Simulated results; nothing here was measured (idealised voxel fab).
Module name: voxel wiring stack (process module)
Cross-section cut: width 190 nm, square cells of 5 nm.
In what follows, cross-sections appear as grids of square cells, described through bands that run from the top down, where every band is one or more rows of cells. The band entry comprises the height of the band's top followed by the height of its bottom, expressed in nm, and subsequently the band's materials from left to right, each stated together with its width in nm. Where a single material is marked with the word "edge to edge", that material fills the band from edge to edge. The word "air" represents empty space. It should be noted that heights are counted from 0, beneath which the wafer as supplied is of one material throughout, and that the lowest band possesses no lower boundary but continues downward, as written in "z 0 and below". Width spec "30->40" -> top row of cells at first value, bottom row at second value, equal per-row change in between. "all unchanged" for a step: no cell of the cross-section changed in that step. "Enclosed internal voids" - sealed voids, min. 8 cells, no opening to top; format: width x height at distance (distance from left edge; nm throughout). On a step's line, text after the settings is the simulator commenting on that step. Regarding "overlay nm": on a step with a mask, it is the distance the mask lay to the right of its planned place; a negative value places it to the left. Below you will find pairs of cross-sections. In each, one shows the wafer before one process step and the other after it, with the after view ending at the lowest band that changed. Under each pair is the step separating them, along with its settings. Do not assume the pairs form a chain: they can come from different runs of this module on the same starting wafer, and a pair continues from the pair above it only when its "Prior to step" entry says so.

**Prior to step**
    z 140 to 130  Cu edge to edge
    z 130 to 125  TiN 70  Cu 10  TiN 30  Cu 10  TiN 70
    z 125 to 110  SiO2 65  TiN 5  Cu 10  TiN 5  SiO2 20  TiN 5  Cu 10  TiN 5  SiO2 65
    z 110 to 105  SiCN 65  TiN 20  SiCN 20  TiN 20  SiCN 65
    z 105 to 90  lowk 65  TiN 5  Cu 5  TiN 5  lowk 110
    z 90 to 85  SiCN 65  TiN 15  SiCN 110
    z 85 to 55  SiN edge to edge
    z 55 to 50  SiCN edge to edge
    z 50 to 45  SiCN 60  Ru 30  SiCN 10  Ru 30  SiCN 60
    z 45 to 20  lowk 65  TiN 5  W 10  TiN 5  lowk 20  TiN 5  W 10  TiN 5  lowk 65
    z 20 to 15  SiN 65  TiN 20  SiN 20  TiN 20  SiN 65
    z 15 to 0  SiO2 edge to edge
    z 0 and below  Si edge to edge
    Enclosed internal voids: none

**As Processed**
    z 125 to 110  SiO2 65  TiN 5  Cu 10  TiN 5  SiO2 20  TiN 5  Cu 10  TiN 5  SiO2 65
    Under 110: no change, same as before.
    Enclosed internal voids: none
Relating the two cross-sections above, the step in between is CMP,height nm 125

Prior to step: This step starts from the configuration shown after the step in the pair immediately above.

**As Processed**
    z 130 to 125  SiN edge to edge
    Under 125: no change, same as before.
    Enclosed internal voids: none
Relating the two cross-sections above, the step in between is CONFORMAL_DEP,material SiN,thk nm 5

**Prior to step**
    z 85 to 65  lowk 65  air 20  lowk 20  air 20  lowk 65
    z 65 to 55  lowk edge to edge
    z 55 to 50  SiCN edge to edge
    z 50 to 45  SiCN 60  Ru 30  SiCN 10  Ru 30  SiCN 60
    z 45 to 20  lowk 65  TiN 5  W 10  TiN 5  lowk 20  TiN 5  W 10  TiN 5  lowk 65
    z 20 to 15  SiN 65  TiN 20  SiN 20  TiN 20  SiN 65
    z 15 to 0  SiO2 edge to edge
    z 0 and below  Si edge to edge
    Enclosed internal voids: none

**As Processed**
    z 105 to 85  air 65  resist 15  air 25  resist 15  air 70
    z 85 to 65  lowk 65  resist 15  air 5  lowk 20  resist 15  air 5  lowk 65
    Under 65: no change, same as before.
    Enclosed internal voids: none
Relating the two cross-sections above, the step in between is PATTERN,tone cover,mask id METAL_2_HOLES,material resist,width nm 15,pitch nm 40,thk nm 20,overlay nm 0

Prior to step: This step starts from the configuration shown after the step in the pair immediately above.

**As Processed**
    z 105 to 75  air 65  resist 15  air 25  resist 15  air 70
    z 75 to 65  lowk 65  resist 15  air 5  lowk 20  resist 15  air 5  lowk 65
    z 65 to 55  lowk 80  air 5  lowk 35  air 5  lowk 65
    Under 55: no change, same as before.
    Enclosed internal voids: none
Relating the two cross-sections above, the step in between is DIRECTIONAL_ETCH,etch materials lowk,depth nm 10

Prior to step: This step starts from the configuration shown after the step in the pair immediately above.

**As Processed**
    z 105 to 75  air 65  resist 15  air 25  resist 15  air 70
    z 75 to 65  lowk 65  resist 15  air 5  lowk 20  resist 15  air 5  lowk 65
    z 65 to 55  lowk 80  air 5  lowk 35  air 5  lowk 65
    z 55 to 50  SiCN 80  air 5  SiCN 35  air 5  SiCN 65
    Under 50: no change, same as before.
    Enclosed internal voids: none
Relating the two cross-sections above, the step in between is DIRECTIONAL_ETCH,etch materials SiCN,depth nm 5

Prior to step: This step starts from the configuration shown after the step in the pair immediately above.

**As Processed**
    z 75 to 65  lowk 65  air 20  lowk 20  air 20  lowk 65
    Under 65: no change, same as before.
    Enclosed internal voids: none
Relating the two cross-sections above, the step in between is STRIP,etch materials resist

Prior to step: This step starts from the configuration shown after the step in the pair immediately above.

**As Processed**
    z 80 to 75  TiN 70  air 10  TiN 30  air 10  TiN 70
    z 75 to 70  lowk 65  TiN 5  air 10  TiN 5  lowk 20  TiN 5  air 10  TiN 5  lowk 65
    z 70 to 65  lowk 65  TiN 20  lowk 20  TiN 20  lowk 65
    z 65 to 55  lowk 80  TiN 5  lowk 35  TiN 5  lowk 65
    z 55 to 50  SiCN 80  TiN 5  SiCN 35  TiN 5  SiCN 65
    Under 50: no change, same as before.
    Enclosed internal voids: none
Relating the two cross-sections above, the step in between is CONFORMAL_DEP,material TiN,thk nm 5

Prior to step: This step starts from the configuration shown after the step in the pair immediately above.

**As Processed**
    z 85 to 80  Ru edge to edge
    z 80 to 75  TiN 70  Ru 10  TiN 30  Ru 10  TiN 70
    z 75 to 70  lowk 65  TiN 5  Ru 10  TiN 5  lowk 20  TiN 5  Ru 10  TiN 5  lowk 65
    Under 70: no change, same as before.
    Enclosed internal voids: none
Relating the two cross-sections above, the step in between is FILL_DEP,material Ru,thk nm 5

Prior to step: This step starts from the configuration shown after the step in the pair immediately above.

**As Processed**
    z 90 to 85  SiCN edge to edge
    Under 85: no change, same as before.
    Enclosed internal voids: none
Relating the two cross-sections above, the step in between is CONFORMAL_DEP,material SiCN,thk nm 5

Prior to step: This step starts from the configuration shown after the step in the pair immediately above.

**As Processed**
    z 105 to 90  lowk edge to edge
    Under 90: no change, same as before.
    Enclosed internal voids: none
Relating the two cross-sections above, the step in between is DIRECTIONAL_DEP,material lowk,thk nm 15

Prior to step: This step starts from the configuration shown after the step in the pair immediately above.

**As Processed**
    z 120 to 105  aC edge to edge
    Under 105: no change, same as before.
    Enclosed internal voids: none
Relating the two cross-sections above, the step in between is DIRECTIONAL_DEP,material aC,thk nm 15

Prior to step: This step starts from the configuration shown after the step in the pair immediately above.

**As Processed**
    z 150 to 120  resist 65  air 15  resist 110
    Under 120: no change, same as before.
    Enclosed internal voids: none
Relating the two cross-sections above, the step in between is PATTERN,tone open,mask id PLUG_2,material resist,width nm 15,thk nm 30,overlay nm 0

Prior to step: This step starts from the configuration shown after the step in the pair immediately above.

**As Processed**
    z 135 to 120  resist 65  air 15  resist 110
    z 120 to 105  aC 65  air 15  aC 110
    Under 105: no change, same as before.
    Enclosed internal voids: none
Relating the two cross-sections above, the step in between is DIRECTIONAL_ETCH,etch materials aC,depth nm 15

Prior to step: This step starts from the configuration shown after the step in the pair immediately above.

**As Processed**
    z 120 to 105  aC 65  air 15  aC 110
    Under 105: no change, same as before.
    Enclosed internal voids: none
Relating the two cross-sections above, the step in between is STRIP,etch materials resist

Prior to step: This step starts from the configuration shown after the step in the pair immediately above.

**As Processed**
    z 120 to 105  aC 65  air 15  aC 110
    z 105 to 90  lowk 65  air 15  lowk 110
    Under 90: no change, same as before.
    Enclosed internal voids: none
Relating the two cross-sections above, the step in between is DIRECTIONAL_ETCH,etch materials lowk,depth nm 15

Prior to step: This step starts from the configuration shown after the step in the pair immediately above.

**As Processed**
    z 120 to 105  aC 65  air 15  aC 110
    z 105 to 90  lowk 65  air 15  lowk 110
    z 90 to 85  SiCN 65  air 15  SiCN 110
    Under 85: no change, same as before.
    Enclosed internal voids: none
Relating the two cross-sections above, the step in between is DIRECTIONAL_ETCH,etch materials SiCN,depth nm 5

Prior to step: This step starts from the configuration shown after the step in the pair immediately above.

**As Processed**
    z 105 to 90  lowk 65  air 15  lowk 110
    Under 90: no change, same as before.
    Enclosed internal voids: none
Relating the two cross-sections above, the step in between is STRIP,etch materials aC

Prior to step: This step starts from the configuration shown after the step in the pair immediately above.

**As Processed**
    z 110 to 105  TiN 70  air 5  TiN 115
    z 105 to 90  lowk 65  TiN 5  air 5  TiN 5  lowk 110
    z 90 to 85  SiCN 65  TiN 15  SiCN 110
    Under 85: no change, same as before.
    Enclosed internal voids: none
Relating the two cross-sections above, the step in between is CONFORMAL_DEP,material TiN,thk nm 5

Prior to step: This step starts from the configuration shown after the step in the pair immediately above.

**As Processed**
    z 115 to 110  Cu edge to edge
    z 110 to 105  TiN 70  Cu 5  TiN 115
    z 105 to 90  lowk 65  TiN 5  Cu 5  TiN 5  lowk 110
    Under 90: no change, same as before.
    Enclosed internal voids: none
Relating the two cross-sections above, the step in between is FILL_DEP,material Cu,thk nm 5

Prior to step: This step starts from the configuration shown after the step in the pair immediately above.

**As Processed**
    z 105 to 90  lowk 65  TiN 5  Cu 5  TiN 5  lowk 110
    Under 90: no change, same as before.
    Enclosed internal voids: none
Relating the two cross-sections above, the step in between is CMP,height nm 105

Prior to step: This step starts from the configuration shown after the step in the pair immediately above.

**As Processed**
    z 110 to 105  SiCN edge to edge
    Under 105: no change, same as before.
    Enclosed internal voids: none
Relating the two cross-sections above, the step in between is CONFORMAL_DEP,material SiCN,thk nm 5

Prior to step: This step starts from the configuration shown after the step in the pair immediately above.

**As Processed**
    z 125 to 110  SiO2 edge to edge
    Under 110: no change, same as before.
    Enclosed internal voids: none
Relating the two cross-sections above, the step in between is DIRECTIONAL_DEP,material SiO2,thk nm 15

Prior to step: This step starts from the configuration shown after the step in the pair immediately above.

**As Processed**
    z 145 to 125  resist 65  air 20  resist 20  air 20  resist 65
    Under 125: no change, same as before.
    Enclosed internal voids: none
Relating the two cross-sections above, the step in between is PATTERN,tone open,mask id METAL_3,material resist,width nm 20,pitch nm 40,thk nm 20,overlay nm 0

Prior to step: This step starts from the configuration shown after the step in the pair immediately above.

**As Processed**
    z 145 to 125  resist 65  air 20  resist 20  air 20  resist 65
    z 125 to 110  SiO2 65  air 20  SiO2 20  air 20  SiO2 65
    Under 110: no change, same as before.
    Enclosed internal voids: none
Relating the two cross-sections above, the step in between is DIRECTIONAL_ETCH,etch materials SiO2,depth nm 15

Prior to step: This step starts from the configuration shown after the step in the pair immediately above.

**As Processed**
    z 145 to 125  resist 65  air 20  resist 20  air 20  resist 65
    z 125 to 110  SiO2 65  air 20  SiO2 20  air 20  SiO2 65
    z 110 to 105  SiCN 65  air 20  SiCN 20  air 20  SiCN 65
    Under 105: no change, same as before.
    Enclosed internal voids: none
Relating the two cross-sections above, the step in between is DIRECTIONAL_ETCH,etch materials SiCN,depth nm 5

Prior to step: This step starts from the configuration shown after the step in the pair immediately above.

**As Processed**
    z 125 to 110  SiO2 65  air 20  SiO2 20  air 20  SiO2 65
    Under 110: no change, same as before.
    Enclosed internal voids: none
Relating the two cross-sections above, the step in between is STRIP,etch materials resist

Prior to step: This step starts from the configuration shown after the step in the pair immediately above.

**As Processed**
    z 130 to 125  TiN 70  air 10  TiN 30  air 10  TiN 70
    z 125 to 110  SiO2 65  TiN 5  air 10  TiN 5  SiO2 20  TiN 5  air 10  TiN 5  SiO2 65
    z 110 to 105  SiCN 65  TiN 20  SiCN 20  TiN 20  SiCN 65
    Under 105: no change, same as before.
    Enclosed internal voids: none
Relating the two cross-sections above, the step in between is CONFORMAL_DEP,material TiN,thk nm 5

Prior to step: This step starts from the configuration shown after the step in the pair immediately above.

**As Processed**
    z 140 to 130  Cu edge to edge
    z 130 to 125  TiN 70  Cu 10  TiN 30  Cu 10  TiN 70
    z 125 to 110  SiO2 65  TiN 5  Cu 10  TiN 5  SiO2 20  TiN 5  Cu 10  TiN 5  SiO2 65
    Under 110: no change, same as before.
    Enclosed internal voids: none
Relating the two cross-sections above, the step in between is FILL_DEP,material Cu,thk nm 10

Prior to step: This step starts from the configuration shown after the step in the pair immediately above.

**As Processed**
    z 125 to 110  SiO2 65  TiN 5  Cu 10  TiN 5  SiO2 20  TiN 5  Cu 10  TiN 5  SiO2 65
    Under 110: no change, same as before.
    Enclosed internal voids: none
Relating the two cross-sections above, the step in between is CMP,height nm 125

Prior to step: This step starts from the configuration shown after the step in the pair immediately above.

**As Processed**
    z 130 to 125  SiN edge to edge
    Under 125: no change, same as before.
    Enclosed internal voids: none
Relating the two cross-sections above, the step in between is CONFORMAL_DEP,material SiN,thk nm 5
